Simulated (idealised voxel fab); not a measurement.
process module | voxel self aligned vias
cross-section cut | 160 nm wide | cells 5 nm
A cross-section is a grid of square cells, given in bands from the top down. A band is one or more rows of cells.
Each band's line starts with the height of the band's top and of its bottom, in nm. Then come its materials from left to right, each with its width in nm. One material with "throughout" fills the band from edge to edge. "air" is empty space.
Height 0 is the level under which the wafer as received is all one material. The lowest band goes on downwards, as in "0 down".
A width such as "30 to 40" changes by the same amount from each row of cells to the next, from the band's top row to its bottom row.
"no change" after a step means that no cell of the cross-section changed.
closed voids: empty space of 8 cells or more with no open way to the top, each as width x height at its distance from the left edge, in nm
after a step's settings: what the simulator itself notes on the step
overlay nm, on a step with a mask: how far to the right of its planned place the mask lay; to the left if negative
plan
1 op RECEIVE | material Si
2 op CONFORMAL_DEP | material SiO2 | thk nm 15
3 op CONFORMAL_DEP | material SiCN | thk nm 5
4 op DIRECTIONAL_DEP | material SiO2 | thk nm 25
5 op MASKED_ETCH | tone open | mask id LINES | width nm 25 | pitch nm 50 | etch materials SiO2 | depth nm 25 | overlay nm 0
6 op CONFORMAL_DEP | material TiN | thk nm 5
7 op FILL_DEP | material Ru | thk nm 10
8 op CMP | height nm 45
9 op SELECTIVE_ETCH | etch materials W Ru TiN | depth nm 10
10 op FILL_DEP | material SiN | thk nm 5
11 op CMP | height nm 45
12 op DIRECTIONAL_DEP | material SiO2 | thk nm 20
13 op PATTERN | tone open | mask id VIAS | material resist | width nm 35 | pitch nm 50 | thk nm 20 | overlay nm 0
14 op DIRECTIONAL_ETCH | etch materials SiO2 | depth nm 20
15 op DIRECTIONAL_ETCH | etch materials SiN | depth nm 10
16 op STRIP | etch materials resist
17 op CONFORMAL_DEP | material TiN | thk nm 5
18 op FILL_DEP | material W | thk nm 10
19 op CMP | height nm 65
20 op CONFORMAL_DEP | material SiCN | thk nm 5
as received, after step 1
  0 down: Si throughout
  closed voids: none
a wafer at the end: this start, this plan, one mistake
  70 to 65: SiCN throughout
  65 to 50: SiO2 35 | TiN 5 | W 25 | TiN 5 | SiO2 15 | TiN 5 | W 25 | TiN 5 | SiO2 40
  50 to 40: SiO2 35 to 45 | TiN 15 to 5 | W 15 | TiN 5 | SiO2 15 to 25 | TiN 15 to 5 | W 15 | TiN 5 | SiO2 40
  40 to 35: SiO2 45 | TiN 25 | SiO2 25 | TiN 25 | SiO2 40
  35 to 25: SiO2 45 | TiN 5 | Ru 15 | TiN 5 | SiO2 25 | TiN 5 | Ru 15 | TiN 5 | SiO2 40
  25 to 20: SiO2 45 | TiN 25 | SiO2 25 | TiN 25 | SiO2 40
  20 to 15: SiCN throughout
  15 to 0: SiO2 throughout
  0 down: Si throughout
  closed voids: none
what went wrong: step 5 ran as: op MASKED_ETCH | tone open | mask id LINES | width nm 25 | pitch nm 50 | etch materials SiO2 | depth nm 25 | overlay nm 5
